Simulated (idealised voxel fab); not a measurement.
Name of the process module below: voxel capacitor over wiring
FYI the section here is cut, 200 nm wide, cells are 5 nm squares.
Cross-section layout: square cells on a grid; listed as bands, top to bottom; a band spans one or more cell rows.
Band: top height; bottom height; in nm. Then, left to right: material with width in nm, for each material. "edge to edge": a single material spanning edge to edge. "empty": empty space.
Heads up on the height convention: 0 is the point under which the incoming wafer is all one material, and the lowest band has no bottom, it just keeps going down, like "0 nm and below".
Graded width ("30 to 40"): value in top row of band = first number; value in bottom row = second number; row-to-row change constant.
Reading "identical to before" for a step: not a cell of the cross-section changed in it.
"Trapped cavities": sealed empty spaces, 8 cells or more, no open way to top, listed width x height at distance, with distance from the left edge and width, height and distance in nm.
If you see something after the settings on a step's line, that's the simulator's own remark about that step.
The line of a step may include "overlay nm". On a step with a mask, this value is how far to the right of its planned place the mask lay. A negative value means the mask lay to the left.
HERE'S WHAT THE PLANNED PROCESS STEPS LOOK LIKE
| 1 | RECEIVE [material Si] |
| 2 | CONFORMAL_DEP [material SiO2] [thk nm 10] |
| 3 | DIRECTIONAL_DEP [material TiN] [thk nm 5] |
| 4 | DIRECTIONAL_DEP [material W] [thk nm 25] |
| 5 | MASKED_ETCH [tone cover] [mask id METAL_1] [width nm 25] [pitch nm 95] [etch materials W] [depth nm 25] [overlay nm 0] |
| 6 | MASKED_ETCH [tone cover] [mask id METAL_1] [width nm 25] [pitch nm 95] [etch materials TiN] [depth nm 5] [overlay nm 0] |
| 7 | FILL_DEP [material SiO2] [thk nm 5] |
| 8 | CMP [height nm 40] |
| 9 | CONFORMAL_DEP [material SiCN] [thk nm 5] |
| 10 | DIRECTIONAL_DEP [material SiO2] [thk nm 20] |
| 11 | MASKED_ETCH [tone open] [mask id PLUG_1] [width nm 15] [etch materials SiO2] [depth nm 20] [overlay nm 0] |
| 12 | MASKED_ETCH [tone open] [mask id PLUG_1] [width nm 15] [etch materials SiCN] [depth nm 5] [overlay nm 0] |
| 13 | EPI [material Ru] [thk nm 10] |
| 14 | EPI [material Ru] [thk nm 10] |
| 15 | EPI [material Ru] [thk nm 5] |
| 16 | DIRECTIONAL_DEP [material TiN] [thk nm 5] |
| 17 | DIRECTIONAL_DEP [material HfO2] [thk nm 5] |
| 18 | DIRECTIONAL_DEP [material TiN] [thk nm 10] |
| 19 | PATTERN [tone cover] [mask id UPPER_PLATE] [material resist] [width nm 75] [thk nm 20] [overlay nm 0] |
| 20 | DIRECTIONAL_ETCH [etch materials TiN] [depth nm 10] |
| 21 | DIRECTIONAL_ETCH [etch materials HfO2] [depth nm 5] |
| 22 | STRIP [etch materials resist] |
| 23 | DIRECTIONAL_DEP [material aC] [thk nm 10] |
| 24 | PATTERN [tone cover] [mask id LOWER_PLATE] [material resist] [width nm 85] [thk nm 30] [overlay nm 0] |
| 25 | DIRECTIONAL_ETCH [etch materials aC] [depth nm 10] |
| 26 | STRIP [etch materials resist] |
| 27 | DIRECTIONAL_ETCH [etch materials TiN] [depth nm 5] |
| 28 | STRIP [etch materials aC] |
| 29 | FILL_DEP [material SiO2] [thk nm 20] |
| 30 | CMP [height nm 100] |
| 31 | DIRECTIONAL_DEP [material aC] [thk nm 10] |
| 32 | PATTERN [tone open] [mask id PLUG_2] [material resist] [width nm 15] [thk nm 30] [overlay nm 0] |
| 33 | DIRECTIONAL_ETCH [etch materials aC] [depth nm 10] |
| 34 | STRIP [etch materials resist] |
| 35 | DIRECTIONAL_ETCH [etch materials SiO2] [depth nm 15] |
| 36 | STRIP [etch materials aC] |
| 37 | CONFORMAL_DEP [material TiN] [thk nm 5] |
| 38 | FILL_DEP [material Ru] [thk nm 5] |
| 39 | CMP [height nm 100] |
| 40 | CONFORMAL_DEP [material SiN] [thk nm 5] |
CROSS-SECTION OF THE INCOMING WAFER, STATE AFTER STEP 1
  0 nm and below  Si edge to edge
  Trapped cavities: none
THE MODULE WAS RUN FROM THE START SHOWN ABOVE USING THE PLAN SHOWN ABOVE, BUT ONE MISTAKE WAS MADE DOING IT; THE RESULTING WAFER CROSS-SECTION IS BELOW
  105 nm to 100 nm  SiN edge to edge
  100 nm to 95 nm  SiO2 60 nm  TiN 15 nm  SiO2 125 nm
  95 nm to 85 nm  SiO2 50 nm  TiN 25 nm  SiO2 125 nm
  85 nm to 80 nm  SiO2 50 nm  HfO2 25 nm  TiN 50 nm  SiO2 75 nm
  80 nm to 75 nm  SiO2 45 nm  TiN 80 nm  SiO2 75 nm
  75 nm to 70 nm  SiO2 40 nm  Ru 35 nm  HfO2 50 nm  SiO2 75 nm
  70 nm to 65 nm  SiO2 40 nm  Ru 35 nm  TiN 55 nm  SiO2 70 nm
  65 nm to 45 nm  SiO2 50 nm  Ru 15 nm  SiO2 135 nm
  45 nm to 40 nm  SiCN 50 nm  Ru 15 nm  SiCN 135 nm
  40 nm to 15 nm  SiO2 40 nm  W 25 nm  SiO2 70 nm  W 25 nm  SiO2 40 nm
  15 nm to 10 nm  SiO2 40 nm  TiN 25 nm  SiO2 70 nm  TiN 25 nm  SiO2 40 nm
  10 nm to 0 nm  SiO2 edge to edge
  0 nm and below  Si edge to edge
  Trapped cavities: none
Plan not followed: one of steps 13 and 14 got run twice, and since they're all the same there's no telling which
